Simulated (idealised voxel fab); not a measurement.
process module | voxel transistor to metal
It is cross-section cut that appears here, measuring 140 nm in width, its square cells being 5 nm in size.
Square cells in a grid make up a cross-section in this document, and the grid is given as bands, listed from the top down, each one or more rows of cells.
Band entry format. Leading values: height of top, height of bottom, nm. Remainder: materials in left-to-right order, each with its width in nm. Special words: "all across" on a single material, which then fills the band edge to edge; "blank", empty space.
Note: height 0 marks the level under which the wafer is uniformly one material as received. Lowest band unbounded below, written "0 nm and below".
Width spec "30->40" -> top row of cells at first value, bottom row at second value, equal per-row change in between.
Reading "nothing got changed" for a step: not a cell of the cross-section changed in it.
"Non-vented voids" lists enclosed empty spaces (at least 8 cells, no open path upward to the top), each as width x height at distance from the left edge, in nm.
It should be noted that, on the line of a given step, the content following the step's settings is a remark produced by the simulator itself with respect to that step.
You can add "overlay nm" to a step's line. For a step with a mask, it describes how far the mask lay to the right of its planned position, and a negative number describes a lay to the left.
Steps planned for the process:
1 RECEIVE,material Si
2 CONFORMAL_DEP,material SiO2,thk nm 5
3 CONFORMAL_DEP,material SiN,thk nm 15
4 PATTERN,tone cover,mask id ACTIVE,material resist,width nm 105,thk nm 20,overlay nm 0
5 DIRECTIONAL_ETCH,etch materials SiN,depth nm 15
6 DIRECTIONAL_ETCH,etch materials SiO2,depth nm 5
7 DIRECTIONAL_ETCH,etch materials Si,depth nm 30
8 STRIP,etch materials resist
9 FILL_DEP,material SiO2,thk nm 5
10 CMP,height nm 20
11 SELECTIVE_ETCH,etch materials SiO2,depth nm 5
12 STRIP,etch materials SiN
13 SELECTIVE_ETCH,etch materials SiO2,depth nm 5
14 OXIDIZE,depth nm 5
15 DIRECTIONAL_DEP,material polySi,thk nm 25
16 DIRECTIONAL_DEP,material SiCN,thk nm 10
17 DIRECTIONAL_DEP,material aC,thk nm 15
18 PATTERN,tone cover,mask id GATE,material resist,width nm 15,thk nm 30,overlay nm 0
19 DIRECTIONAL_ETCH,etch materials aC,depth nm 15
20 STRIP,etch materials resist
21 DIRECTIONAL_ETCH,etch materials SiCN,depth nm 20
22 DIRECTIONAL_ETCH,etch materials polySi,depth nm 35
23 STRIP,etch materials aC
24 CONFORMAL_DEP,material SiN,thk nm 10
25 DIRECTIONAL_ETCH,etch materials SiN,depth nm 10
26 DIRECTIONAL_ETCH,etch materials SiO2,depth nm 5
27 EPI,material pSi,thk nm 5
28 FILL_DEP,material SiO2,thk nm 5
29 CMP,height nm 35
30 DIRECTIONAL_DEP,material SiO2,thk nm 10
31 DIRECTIONAL_DEP,material aC,thk nm 15
32 PATTERN,tone open,mask id CONTACT,material resist,width nm 20,pitch nm 65,thk nm 30,overlay nm 0
33 DIRECTIONAL_ETCH,etch materials aC,depth nm 15
34 STRIP,etch materials resist
35 DIRECTIONAL_ETCH,etch materials SiO2,depth nm 45
36 STRIP,etch materials aC
37 CONFORMAL_DEP,material TiN,thk nm 5
38 FILL_DEP,material W,thk nm 5
39 CMP,height nm 45
40 DIRECTIONAL_DEP,material TiN,thk nm 5
41 DIRECTIONAL_DEP,material W,thk nm 20
42 MASKED_ETCH,tone cover,mask id METAL_1,width nm 20,pitch nm 65,etch materials W,depth nm 20,overlay nm 0
43 MASKED_ETCH,tone cover,mask id METAL_1,width nm 20,pitch nm 65,etch materials TiN,depth nm 5,overlay nm 0
44 CONFORMAL_DEP,material SiCN,thk nm 5
45 FILL_DEP,material SiO2,thk nm 10
46 CMP,height nm 70
47 CONFORMAL_DEP,material SiCN,thk nm 5
The first of two wafers, run as planned:
Delivered wafer in cross-section: state after step 1:
0 nm and below: Si all across
Non-vented voids: none
The following cross-section depicts the wafer upon completion of step 2:
5 nm to 0 nm: SiO2 all across
All layers under 0 are left as they were.
The following cross-section depicts the wafer upon completion of step 3:
20 nm to 5 nm: SiN all across
All layers under 5 are left as they were.
The following cross-section depicts the wafer upon completion of step 4:
40 nm to 20 nm: 15 blank, 105 resist, 20 blank
All layers under 20 are left as they were.
The following cross-section depicts the wafer upon completion of step 5:
40 nm to 20 nm: 15 blank, 105 resist, 20 blank
20 nm to 5 nm: 15 blank, 105 SiN, 20 blank
All layers under 5 are left as they were.
The following cross-section depicts the wafer upon completion of step 6:
40 nm to 20 nm: 15 blank, 105 resist, 20 blank
20 nm to 5 nm: 15 blank, 105 SiN, 20 blank
5 nm to 0 nm: 15 blank, 105 SiO2, 20 blank
All layers under 0 are left as they were.
The following cross-section depicts the wafer upon completion of step 7:
40 nm to 20 nm: 15 blank, 105 resist, 20 blank
20 nm to 5 nm: 15 blank, 105 SiN, 20 blank
5 nm to 0 nm: 15 blank, 105 SiO2, 20 blank
0 nm to -30 nm: 15 blank, 105 Si, 20 blank
All layers under -30 are left as they were.
The following cross-section depicts the wafer upon completion of step 8:
20 nm to 5 nm: 15 blank, 105 SiN, 20 blank
All layers under 5 are left as they were.
The following cross-section depicts the wafer upon completion of step 9:
25 nm to 20 nm: SiO2 all across
20 nm to 5 nm: 15 SiO2, 105 SiN, 20 SiO2
5 nm to 0 nm: SiO2 all across
0 nm to -30 nm: 15 SiO2, 105 Si, 20 SiO2
All layers under -30 are left as they were.
The following cross-section depicts the wafer upon completion of step 10:
20 nm to 5 nm: 15 SiO2, 105 SiN, 20 SiO2
All layers under 5 are left as they were.
The following cross-section depicts the wafer upon completion of step 11:
20 nm to 15 nm: 15 blank, 105 SiN, 20 blank
All layers under 15 are left as they were.
The following cross-section depicts the wafer upon completion of step 12:
15 nm to 5 nm: 15 SiO2, 105 blank, 20 SiO2
All layers under 5 are left as they were.
The following cross-section depicts the wafer upon completion of step 13:
10 nm to 0 nm: 10 SiO2, 115 blank, 15 SiO2
All layers under 0 are left as they were.
The following cross-section depicts the wafer upon completion of step 14:
10 nm to 0 nm: 10 SiO2, 115 blank, 15 SiO2
0 nm to -5 nm: SiO2 all across
All layers under -5 are left as they were.
The following cross-section depicts the wafer upon completion of step 15:
35 nm to 25 nm: 10 polySi, 115 blank, 15 polySi
25 nm to 10 nm: polySi all across
10 nm to 0 nm: 10 SiO2, 115 polySi, 15 SiO2
All layers under 0 are left as they were.
The following cross-section depicts the wafer upon completion of step 16:
45 nm to 35 nm: 10 SiCN, 115 blank, 15 SiCN
35 nm to 25 nm: 10 polySi, 115 SiCN, 15 polySi
All layers under 25 are left as they were.
The following cross-section depicts the wafer upon completion of step 17:
60 nm to 50 nm: 10 aC, 115 blank, 15 aC
50 nm to 45 nm: aC all across
45 nm to 35 nm: 10 SiCN, 115 aC, 15 SiCN
All layers under 35 are left as they were.
The following cross-section depicts the wafer upon completion of step 18:
90 nm to 60 nm: 60 blank, 15 resist, 65 blank
60 nm to 50 nm: 10 aC, 50 blank, 15 resist, 50 blank, 15 aC
All layers under 50 are left as they were.
The following cross-section depicts the wafer upon completion of step 19:
75 nm to 50 nm: 60 blank, 15 resist, 65 blank
50 nm to 45 nm: 60 blank, 15 aC, 65 blank
45 nm to 35 nm: 10 SiCN, 50 blank, 15 aC, 50 blank, 15 SiCN
All layers under 35 are left as they were.
The following cross-section depicts the wafer upon completion of step 20:
50 nm to 45 nm: 60 blank, 15 aC, 65 blank
All layers under 45 are left as they were.
The following cross-section depicts the wafer upon completion of step 21:
50 nm to 35 nm: 60 blank, 15 aC, 65 blank
35 nm to 25 nm: 10 polySi, 50 blank, 15 SiCN, 50 blank, 15 polySi
All layers under 25 are left as they were.
The following cross-section depicts the wafer upon completion of step 22:
50 nm to 35 nm: 60 blank, 15 aC, 65 blank
35 nm to 25 nm: 60 blank, 15 SiCN, 65 blank
25 nm to 10 nm: 60 blank, 15 polySi, 65 blank
10 nm to 0 nm: 10 SiO2, 50 blank, 15 polySi, 50 blank, 15 SiO2
All layers under 0 are left as they were.
The following cross-section depicts the wafer upon completion of step 23:
35 nm to 25 nm: 60 blank, 15 SiCN, 65 blank
All layers under 25 are left as they were.
The following cross-section depicts the wafer upon completion of step 24:
45 nm to 35 nm: 50 blank, 35 SiN, 55 blank
35 nm to 25 nm: 50 blank, 10 SiN, 15 SiCN, 10 SiN, 55 blank
25 nm to 20 nm: 50 blank, 10 SiN, 15 polySi, 10 SiN, 55 blank
20 nm to 10 nm: 20 SiN, 30 blank, 10 SiN, 15 polySi, 10 SiN, 30 blank, 25 SiN
10 nm to 0 nm: 10 SiO2, 50 SiN, 15 polySi, 50 SiN, 15 SiO2
All layers under 0 are left as they were.
The following cross-section depicts the wafer upon completion of step 25:
35 nm to 25 nm: 50 blank, 10 SiN, 15 SiCN, 10 SiN, 55 blank
25 nm to 10 nm: 50 blank, 10 SiN, 15 polySi, 10 SiN, 55 blank
10 nm to 0 nm: 10 SiO2, 10 SiN, 30 blank, 10 SiN, 15 polySi, 10 SiN, 30 blank, 10 SiN, 15 SiO2
All layers under 0 are left as they were.
The following cross-section depicts the wafer upon completion of step 26:
35 nm to 25 nm: 50 blank, 10 SiN, 15 SiCN, 10 SiN, 55 blank
25 nm to 10 nm: 50 blank, 10 SiN, 15 polySi, 10 SiN, 55 blank
10 nm to 5 nm: 10 blank, 10 SiN, 30 blank, 10 SiN, 15 polySi, 10 SiN, 30 blank, 10 SiN, 15 blank
5 nm to 0 nm: 10 SiO2, 10 SiN, 30 blank, 10 SiN, 15 polySi, 10 SiN, 30 blank, 10 SiN, 15 SiO2
0 nm to -5 nm: 20 SiO2, 30 blank, 35 SiO2, 30 blank, 25 SiO2
All layers under -5 are left as they were.
The following cross-section depicts the wafer upon completion of step 27:
35 nm to 25 nm: 50 blank, 10 SiN, 15 SiCN, 10 SiN, 55 blank
25 nm to 10 nm: 50 blank, 10 SiN, 15 polySi, 10 SiN, 55 blank
10 nm to 5 nm: 10 blank, 10 SiN, 30 blank, 10 SiN, 15 polySi, 10 SiN, 30 blank, 10 SiN, 15 blank
5 nm to 0 nm: 10 SiO2, 10 SiN, 30 blank, 10 SiN, 15 polySi, 10 SiN, 30 blank, 10 SiN, 15 SiO2
0 nm to -5 nm: 20 SiO2, 30 pSi, 35 SiO2, 30 pSi, 25 SiO2
All layers under -5 are left as they were.
The following cross-section depicts the wafer upon completion of step 28:
40 nm to 35 nm: SiO2 all across
35 nm to 25 nm: 50 SiO2, 10 SiN, 15 SiCN, 10 SiN, 55 SiO2
25 nm to 10 nm: 50 SiO2, 10 SiN, 15 polySi, 10 SiN, 55 SiO2
10 nm to 0 nm: 10 SiO2, 10 SiN, 30 SiO2, 10 SiN, 15 polySi, 10 SiN, 30 SiO2, 10 SiN, 15 SiO2
All layers under 0 are left as they were.
The following cross-section depicts the wafer upon completion of step 29:
35 nm to 25 nm: 50 SiO2, 10 SiN, 15 SiCN, 10 SiN, 55 SiO2
All layers under 25 are left as they were.
The following cross-section depicts the wafer upon completion of step 30:
45 nm to 35 nm: SiO2 all across
All layers under 35 are left as they were.
The following cross-section depicts the wafer upon completion of step 31:
60 nm to 45 nm: aC all across
All layers under 45 are left as they were.
The following cross-section depicts the wafer upon completion of step 32:
90 nm to 60 nm: 25 resist, 20 blank, 45 resist, 20 blank, 30 resist
All layers under 60 are left as they were.
The following cross-section depicts the wafer upon completion of step 33:
75 nm to 60 nm: 25 resist, 20 blank, 45 resist, 20 blank, 30 resist
60 nm to 45 nm: 25 aC, 20 blank, 45 aC, 20 blank, 30 aC
All layers under 45 are left as they were.
The following cross-section depicts the wafer upon completion of step 34:
60 nm to 45 nm: 25 aC, 20 blank, 45 aC, 20 blank, 30 aC
All layers under 45 are left as they were.
The following cross-section depicts the wafer upon completion of step 35:
60 nm to 45 nm: 25 aC, 20 blank, 45 aC, 20 blank, 30 aC
45 nm to 35 nm: 25 SiO2, 20 blank, 45 SiO2, 20 blank, 30 SiO2
35 nm to 25 nm: 25 SiO2, 20 blank, 5 SiO2, 10 SiN, 15 SiCN, 10 SiN, 5 SiO2, 20 blank, 30 SiO2
25 nm to 10 nm: 25 SiO2, 20 blank, 5 SiO2, 10 SiN, 15 polySi, 10 SiN, 5 SiO2, 20 blank, 30 SiO2
10 nm to 0 nm: 10 SiO2, 10 SiN, 5 SiO2, 20 blank, 5 SiO2, 10 SiN, 15 polySi, 10 SiN, 5 SiO2, 20 blank, 5 SiO2, 10 SiN, 15 SiO2
All layers under 0 are left as they were.
The following cross-section depicts the wafer upon completion of step 36:
45 nm to 35 nm: 25 SiO2, 20 blank, 45 SiO2, 20 blank, 30 SiO2
All layers under 35 are left as they were.
The following cross-section depicts the wafer upon completion of step 37:
50 nm to 45 nm: 30 TiN, 10 blank, 55 TiN, 10 blank, 35 TiN
45 nm to 35 nm: 25 SiO2, 5 TiN, 10 blank, 5 TiN, 45 SiO2, 5 TiN, 10 blank, 5 TiN, 30 SiO2
35 nm to 25 nm: 25 SiO2, 5 TiN, 10 blank, 5 TiN, 5 SiO2, 10 SiN, 15 SiCN, 10 SiN, 5 SiO2, 5 TiN, 10 blank, 5 TiN, 30 SiO2
25 nm to 10 nm: 25 SiO2, 5 TiN, 10 blank, 5 TiN, 5 SiO2, 10 SiN, 15 polySi, 10 SiN, 5 SiO2, 5 TiN, 10 blank, 5 TiN, 30 SiO2
10 nm to 5 nm: 10 SiO2, 10 SiN, 5 SiO2, 5 TiN, 10 blank, 5 TiN, 5 SiO2, 10 SiN, 15 polySi, 10 SiN, 5 SiO2, 5 TiN, 10 blank, 5 TiN, 5 SiO2, 10 SiN, 15 SiO2
5 nm to 0 nm: 10 SiO2, 10 SiN, 5 SiO2, 20 TiN, 5 SiO2, 10 SiN, 15 polySi, 10 SiN, 5 SiO2, 20 TiN, 5 SiO2, 10 SiN, 15 SiO2
All layers under 0 are left as they were.
The following cross-section depicts the wafer upon completion of step 38:
55 nm to 50 nm: W all across
50 nm to 45 nm: 30 TiN, 10 W, 55 TiN, 10 W, 35 TiN
45 nm to 35 nm: 25 SiO2, 5 TiN, 10 W, 5 TiN, 45 SiO2, 5 TiN, 10 W, 5 TiN, 30 SiO2
35 nm to 25 nm: 25 SiO2, 5 TiN, 10 W, 5 TiN, 5 SiO2, 10 SiN, 15 SiCN, 10 SiN, 5 SiO2, 5 TiN, 10 W, 5 TiN, 30 SiO2
25 nm to 10 nm: 25 SiO2, 5 TiN, 10 W, 5 TiN, 5 SiO2, 10 SiN, 15 polySi, 10 SiN, 5 SiO2, 5 TiN, 10 W, 5 TiN, 30 SiO2
10 nm to 5 nm: 10 SiO2, 10 SiN, 5 SiO2, 5 TiN, 10 W, 5 TiN, 5 SiO2, 10 SiN, 15 polySi, 10 SiN, 5 SiO2, 5 TiN, 10 W, 5 TiN, 5 SiO2, 10 SiN, 15 SiO2
All layers under 5 are left as they were.
The following cross-section depicts the wafer upon completion of step 39:
45 nm to 35 nm: 25 SiO2, 5 TiN, 10 W, 5 TiN, 45 SiO2, 5 TiN, 10 W, 5 TiN, 30 SiO2
All layers under 35 are left as they were.
The following cross-section depicts the wafer upon completion of step 40:
50 nm to 45 nm: TiN all across
All layers under 45 are left as they were.
The following cross-section depicts the wafer upon completion of step 41:
70 nm to 50 nm: W all across
All layers under 50 are left as they were.
The following cross-section depicts the wafer upon completion of step 42:
70 nm to 50 nm: 25 blank, 20 W, 45 blank, 20 W, 30 blank
All layers under 50 are left as they were.
The following cross-section depicts the wafer upon completion of step 43:
70 nm to 50 nm: 25 blank, 20 W, 45 blank, 20 W, 30 blank
50 nm to 45 nm: 25 blank, 20 TiN, 45 blank, 20 TiN, 30 blank
All layers under 45 are left as they were.
The following cross-section depicts the wafer upon completion of step 44:
75 nm to 70 nm: 20 blank, 30 SiCN, 35 blank, 30 SiCN, 25 blank
70 nm to 50 nm: 20 blank, 5 SiCN, 20 W, 5 SiCN, 35 blank, 5 SiCN, 20 W, 5 SiCN, 25 blank
50 nm to 45 nm: 25 SiCN, 20 TiN, 45 SiCN, 20 TiN, 30 SiCN
All layers under 45 are left as they were.
The following cross-section depicts the wafer upon completion of step 45:
85 nm to 75 nm: SiO2 all across
75 nm to 70 nm: 20 SiO2, 30 SiCN, 35 SiO2, 30 SiCN, 25 SiO2
70 nm to 50 nm: 20 SiO2, 5 SiCN, 20 W, 5 SiCN, 35 SiO2, 5 SiCN, 20 W, 5 SiCN, 25 SiO2
All layers under 50 are left as they were.
The following cross-section depicts the wafer upon completion of step 46:
70 nm to 50 nm: 20 SiO2, 5 SiCN, 20 W, 5 SiCN, 35 SiO2, 5 SiCN, 20 W, 5 SiCN, 25 SiO2
All layers under 50 are left as they were.
The following cross-section depicts the wafer upon completion of step 47:
75 nm to 70 nm: SiCN all across
All layers under 70 are left as they were.
For the second wafer, take the first wafer's start and plan, then add one mistake made in running it; everything through step 41, that step included, is shared with the first:
What the second wafer looks like in cross-section when step 42 should have wrapped up:
70 nm to 50 nm: 15 blank, 20 W, 45 blank, 20 W, 40 blank
All layers under 50 are left as they were.
What the second wafer looks like in cross-section when step 43 should have wrapped up:
70 nm to 50 nm: 15 blank, 20 W, 45 blank, 20 W, 40 blank
50 nm to 45 nm: 15 blank, 30 TiN, 35 blank, 30 TiN, 30 blank
All layers under 45 are left as they were.
What the second wafer looks like in cross-section when step 44 should have wrapped up:
75 nm to 70 nm: 10 blank, 30 SiCN, 35 blank, 30 SiCN, 35 blank
70 nm to 55 nm: 10 blank, 5 SiCN, 20 W, 5 SiCN, 35 blank, 5 SiCN, 20 W, 5 SiCN, 35 blank
55 nm to 50 nm: 10 blank, 5 SiCN, 20 W, 15 SiCN, 25 blank, 5 SiCN, 20 W, 15 SiCN, 25 blank
50 nm to 45 nm: 15 SiCN, 30 TiN, 35 SiCN, 30 TiN, 30 SiCN
All layers under 45 are left as they were.
What the second wafer looks like in cross-section when step 45 should have wrapped up:
85 nm to 75 nm: SiO2 all across
75 nm to 70 nm: 10 SiO2, 30 SiCN, 35 SiO2, 30 SiCN, 35 SiO2
70 nm to 55 nm: 10 SiO2, 5 SiCN, 20 W, 5 SiCN, 35 SiO2, 5 SiCN, 20 W, 5 SiCN, 35 SiO2
55 nm to 50 nm: 10 SiO2, 5 SiCN, 20 W, 15 SiCN, 25 SiO2, 5 SiCN, 20 W, 15 SiCN, 25 SiO2
All layers under 50 are left as they were.
What the second wafer looks like in cross-section when step 46 should have wrapped up:
70 nm to 55 nm: 10 SiO2, 5 SiCN, 20 W, 5 SiCN, 35 SiO2, 5 SiCN, 20 W, 5 SiCN, 35 SiO2
All layers under 55 are left as they were.
What the second wafer looks like in cross-section when step 47 should have wrapped up:
75 nm to 70 nm: SiCN all across
All layers under 70 are left as they were.
Deviation noted in wafer processing: note that step 42 departed from the planned setting and was carried out as MASKED_ETCH,tone cover,mask id METAL_1,width nm 20,pitch nm 65,etch materials W,depth nm 20,overlay nm -10
In the final state, the cell counts of the second wafer exceed or fall short of those of the first for the following materials: SiO2 -4 | TiN +4
